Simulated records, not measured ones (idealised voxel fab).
The following is a process module called voxel lift off.
cross-section cut | 155 nm wide | cells 5 nm
Each cross-section below is a grid of square cells, stated as bands in top-down order, with one or more rows of cells making up each band. Quick guide to a band line: top height, bottom height (nm) up front; then every material left to right with its width in nm. Only one material and it's marked "everywhere"? Then it fills the band edge to edge. And "blank" just means empty space. A quick word on heights: they are counted from 0, and under that level the wafer as it came to us is one material throughout. The lowest band is different from the rest in having no bottom; it simply continues downward, written as in "0 nm and below". Width "30..40": first value at the band's top row of cells, second value at its bottom row, equal change from row to row. Where the words "changes: none" appear for a step, the cross-section shows no cell changed by that step; every cell remained as before. The entry "Fully enclosed voids" lists the empty spaces that cover at least 8 cells and have no open path to the top. Each is written as width x height at distance, where the distance is measured from the left edge and all three values are in nm. Post-settings text on a step line: simulator's own remark regarding the step. The line of a step may include "overlay nm". On a step with a mask, this value is how far to the right of its planned place the mask lay. A negative value means the mask lay to the left.

Process steps foreseen in the plan
| 1 | op RECEIVE | material Si |
| 2 | op CONFORMAL_DEP | material Al2O3 | thk nm 5 |
| 3 | op PATTERN | tone open | mask id LINES | material resist | width nm 15 | pitch nm 30 | thk nm 25 | overlay nm 0 |
| 4 | op DIRECTIONAL_DEP | material Ru | thk nm 15 |
| 5 | op STRIP | etch materials resist |
| 6 | op CONFORMAL_DEP | material SiO2 | thk nm 5 |

Cross-sectional view of the wafer in its as-received condition, corresponding to the state after step 1
* 0 nm and below: Si everywhere
* Fully enclosed voids: none

Wafer at module end, in section. Began as above, planned as above, run with one mistake
* 25 nm to 20 nm: 30 nm SiO2, 5 nm blank, 25 nm SiO2, 5 nm blank, 25 nm SiO2, 5 nm blank, 25 nm SiO2, 5 nm blank, 30 nm SiO2
* 20 nm to 10 nm: 25 nm Ru, 5 nm SiO2, 5 nm blank, 5 nm SiO2, 15 nm Ru, 5 nm SiO2, 5 nm blank, 5 nm SiO2, 15 nm Ru, 5 nm SiO2, 5 nm blank, 5 nm SiO2, 15 nm Ru, 5 nm SiO2, 5 nm blank, 5 nm SiO2, 25 nm Ru
* 10 nm to 5 nm: 25 nm Ru, 15 nm SiO2, 15 nm Ru, 15 nm SiO2, 15 nm Ru, 15 nm SiO2, 15 nm Ru, 15 nm SiO2, 25 nm Ru
* 5 nm to 0 nm: Al2O3 everywhere
* 0 nm and below: Si everywhere
* Fully enclosed voids: none
Which mistake was made when the wafer was run? so step 3 ended up running with a different setting than we planned, it ran as op PATTERN | tone cover | mask id LINES | material resist | width nm 15 | pitch nm 30 | thk nm 25 | overlay nm 0
